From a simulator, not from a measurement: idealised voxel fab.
The process module presented herein is designated voxel transistor to metal.
Displayed cross-section: cut, width of 200 nm, square cells sized 5 nm.
Square cells in a grid make up a cross-section in this document, and the grid is given as bands, listed from the top down, each one or more rows of cells. For a band, the entry starts with two heights in nm, that of the top and then that of the bottom, and carries on with the band's materials in order from left to right, each alongside its width in nm; the word "edge to edge" beside a single material means it fills the band edge to edge, and "blank" means empty space. Zero point of the height axis is 0; under it, received wafer = one material. Lowest band: continues down indefinitely, "0 and below". A two-number width, for instance "30 to 40", indicates that the width is equal to the first number in the top row of the band and to the second number in the bottom row, and that it changes by a constant amount per row of cells. For the purposes of this document, the phrase "nothing altered" attached to a step denotes that no cell within the cross-section was modified by that step. If an empty space has no open way to the top and is at least 8 cells in size, "Fully sealed cavities" lists it, written width x height at distance, where distance is measured from the left edge and every value is in nm. Where a step's line continues beyond its settings, the continuation is a remark by the simulator itself on that step. What "overlay nm" on a step's line means: if the step has a mask, that mask lay this far to the right of its planned place, or, when the value is negative, to the left.
**Steps planned for the process**
1. RECEIVE,material Si
2. CONFORMAL_DEP,material SiO2,thk nm 5
3. CONFORMAL_DEP,material SiN,thk nm 15
4. DIRECTIONAL_DEP,material aC,thk nm 10
5. PATTERN,tone cover,mask id ACTIVE,material resist,width nm 110,thk nm 30,overlay nm 0
6. DIRECTIONAL_ETCH,etch materials aC,depth nm 10
7. STRIP,etch materials resist
8. DIRECTIONAL_ETCH,etch materials SiN,depth nm 15
9. DIRECTIONAL_ETCH,etch materials SiO2,depth nm 5
10. DIRECTIONAL_ETCH,etch materials Si,depth nm 30
11. STRIP,etch materials aC
12. OXIDIZE,depth nm 5
13. FILL_DEP,material SiO2,thk nm 15
14. CMP,height nm 20
15. SELECTIVE_ETCH,etch materials SiO2,depth nm 10
16. STRIP,etch materials SiN
17. SELECTIVE_ETCH,etch materials SiO2,depth nm 5
18. OXIDIZE,depth nm 5
19. DIRECTIONAL_DEP,material polySi,thk nm 25
20. DIRECTIONAL_DEP,material SiCN,thk nm 10
21. MASKED_ETCH,tone cover,mask id GATE,width nm 20,etch materials SiCN,depth nm 20,overlay nm 0
22. MASKED_ETCH,tone cover,mask id GATE,width nm 20,etch materials polySi,depth nm 35,overlay nm 0
23. CONFORMAL_DEP,material SiO2,thk nm 5
24. DIRECTIONAL_ETCH,etch materials SiO2,depth nm 5
25. CONFORMAL_DEP,material SiN,thk nm 5
26. DIRECTIONAL_ETCH,etch materials SiN,depth nm 5
27. DIRECTIONAL_ETCH,etch materials SiO2,depth nm 5
28. DIRECTIONAL_ETCH,etch materials Si,depth nm 15
29. EPI,material nSi,thk nm 15
30. FILL_DEP,material SiO2,thk nm 10
31. CMP,height nm 35
32. DIRECTIONAL_DEP,material SiO2,thk nm 10
33. DIRECTIONAL_DEP,material aC,thk nm 15
34. PATTERN,tone open,mask id CONTACT,material resist,width nm 15,pitch nm 75,thk nm 35,overlay nm 0
35. DIRECTIONAL_ETCH,etch materials aC,depth nm 15
36. STRIP,etch materials resist
37. DIRECTIONAL_ETCH,etch materials SiO2,depth nm 50
38. STRIP,etch materials aC
39. CONFORMAL_DEP,material TiN,thk nm 5
40. FILL_DEP,material Ru,thk nm 10
41. CMP,height nm 45
42. DIRECTIONAL_DEP,material TiN,thk nm 5
43. DIRECTIONAL_DEP,material Ru,thk nm 15
44. DIRECTIONAL_DEP,material aC,thk nm 10
45. PATTERN,tone cover,mask id METAL_1,material resist,width nm 15,pitch nm 75,thk nm 30,overlay nm 0
46. DIRECTIONAL_ETCH,etch materials aC,depth nm 10
47. STRIP,etch materials resist
48. DIRECTIONAL_ETCH,etch materials Ru,depth nm 15
49. DIRECTIONAL_ETCH,etch materials TiN,depth nm 5
50. STRIP,etch materials aC
51. FILL_DEP,material SiO2,thk nm 10
52. CMP,height nm 65
53. CONFORMAL_DEP,material SiCN,thk nm 5
54. DIRECTIONAL_DEP,material SiO2,thk nm 30
55. DIRECTIONAL_DEP,material aC,thk nm 15
56. PATTERN,tone open,mask id METAL_2,material resist,width nm 15,pitch nm 75,thk nm 30,overlay nm 0
57. DIRECTIONAL_ETCH,etch materials aC,depth nm 15
58. STRIP,etch materials resist
59. DIRECTIONAL_ETCH,etch materials SiO2,depth nm 20
60. STRIP,etch materials aC
61. PATTERN,tone open,mask id METAL_2_HOLES,material resist,width nm 15,pitch nm 75,thk nm 20,overlay nm 0
62. DIRECTIONAL_ETCH,etch materials SiO2,depth nm 10
63. DIRECTIONAL_ETCH,etch materials SiCN,depth nm 5
64. STRIP,etch materials resist
65. CONFORMAL_DEP,material TiN,thk nm 5
66. FILL_DEP,material Cu,thk nm 5
67. CMP,height nm 100
68. CONFORMAL_DEP,material SiN,thk nm 5
**As-received state of the wafer in cross-section, equivalent to post-step 1**
0 and below: Si edge to edge
Fully sealed cavities: none
**End-of-module XS, first of two wafers, run as planned**
105 down to 100: SiN edge to edge
100 down to 70: SiO2=55, then TiN=5, then Cu=5, then TiN=5, then SiO2=60, then TiN=5, then Cu=5, then TiN=5, then SiO2=55
70 down to 65: SiCN=55, then TiN=15, then SiCN=60, then TiN=15, then SiCN=55
65 down to 50: SiO2=55, then Ru=15, then SiO2=60, then Ru=15, then SiO2=55
50 down to 45: SiO2=55, then TiN=15, then SiO2=60, then TiN=15, then SiO2=55
45 down to 35: SiO2=55, then TiN=5, then Ru=5, then TiN=5, then SiO2=60, then TiN=5, then Ru=5, then TiN=5, then SiO2=55
35 down to 25: SiO2=55, then TiN=5, then Ru=5, then TiN=5, then SiO2=10, then SiN=5, then SiO2=5, then SiCN=20, then SiO2=5, then SiN=5, then SiO2=10, then TiN=5, then Ru=5, then TiN=5, then SiO2=55
25 down to 15: SiO2=55, then TiN=5, then Ru=5, then TiN=5, then SiO2=10, then SiN=5, then SiO2=5, then polySi=20, then SiO2=5, then SiN=5, then SiO2=10, then TiN=5, then Ru=5, then TiN=5, then SiO2=55
15 down to 10: SiO2=55, then TiN=15, then SiO2=10, then SiN=5, then SiO2=5, then polySi=20, then SiO2=5, then SiN=5, then SiO2=10, then TiN=15, then SiO2=55
10 down to 5: SiO2=55, then TiN=10, then nSi=15, then SiN=5, then SiO2=5, then polySi=20, then SiO2=5, then SiN=5, then nSi=15, then TiN=10, then SiO2=55
5 down to 0: SiO2=45, then SiN=5, then SiO2=5, then TiN=10, then nSi=15, then SiN=5, then SiO2=5, then polySi=20, then SiO2=5, then SiN=5, then nSi=15, then TiN=10, then SiO2=5, then SiN=5, then SiO2=45
0 down to -5: SiO2=55, then TiN=10, then nSi=15, then SiO2=40, then nSi=15, then TiN=10, then SiO2=55
-5 down to -20: SiO2=50, then nSi=30, then Si=40, then nSi=30, then SiO2=50
-20 down to -35: SiO2=50, then Si=100, then SiO2=50
-35 and below: Si edge to edge
Fully sealed cavities: none
**Here is the second of the two wafers cut open at the end of the module - same start, same plan as the first one, but we made one mistake running it**
105 down to 100: SiN edge to edge
100 down to 90: SiO2=55, then TiN=5, then Cu=10 to 5, then TiN=5 to 10, then SiO2=55, then TiN=5, then Cu=10 to 5, then TiN=5 to 10, then SiO2=50
90 down to 70: SiO2=55, then TiN=5, then Cu=5, then TiN=5, then SiO2=60, then TiN=5, then Cu=5, then TiN=5, then SiO2=55
70 down to 65: SiCN=55, then TiN=15, then SiCN=60, then TiN=15, then SiCN=55
65 down to 50: SiO2=55, then Ru=15, then SiO2=60, then Ru=15, then SiO2=55
50 down to 45: SiO2=55, then TiN=15, then SiO2=60, then TiN=15, then SiO2=55
45 down to 35: SiO2=55, then TiN=5, then Ru=5, then TiN=5, then SiO2=60, then TiN=5, then Ru=5, then TiN=5, then SiO2=55
35 down to 25: SiO2=55, then TiN=5, then Ru=5, then TiN=5, then SiO2=10, then SiN=5, then SiO2=5, then SiCN=20, then SiO2=5, then SiN=5, then SiO2=10, then TiN=5, then Ru=5, then TiN=5, then SiO2=55
25 down to 15: SiO2=55, then TiN=5, then Ru=5, then TiN=5, then SiO2=10, then SiN=5, then SiO2=5, then polySi=20, then SiO2=5, then SiN=5, then SiO2=10, then TiN=5, then Ru=5, then TiN=5, then SiO2=55
15 down to 10: SiO2=55, then TiN=15, then SiO2=10, then SiN=5, then SiO2=5, then polySi=20, then SiO2=5, then SiN=5, then SiO2=10, then TiN=15, then SiO2=55
10 down to 5: SiO2=55, then TiN=10, then nSi=15, then SiN=5, then SiO2=5, then polySi=20, then SiO2=5, then SiN=5, then nSi=15, then TiN=10, then SiO2=55
5 down to 0: SiO2=45, then SiN=5, then SiO2=5, then TiN=10, then nSi=15, then SiN=5, then SiO2=5, then polySi=20, then SiO2=5, then SiN=5, then nSi=15, then TiN=10, then SiO2=5, then SiN=5, then SiO2=45
0 down to -5: SiO2=55, then TiN=10, then nSi=15, then SiO2=40, then nSi=15, then TiN=10, then SiO2=55
-5 down to -20: SiO2=50, then nSi=30, then Si=40, then nSi=30, then SiO2=50
-20 down to -35: SiO2=50, then Si=100, then SiO2=50
-35 and below: Si edge to edge
Fully sealed cavities: none
Want to know what went wrong? step 61 did not happen as planned, as run it was PATTERN,tone open,mask id METAL_2_HOLES,material resist,width nm 20,pitch nm 75,thk nm 20,overlay nm 0
Wafer comparison, final, in cells, second relative to first, materials more or fewer: 2 more of Cu | 4 fewer of SiO2 | 2 more of TiN
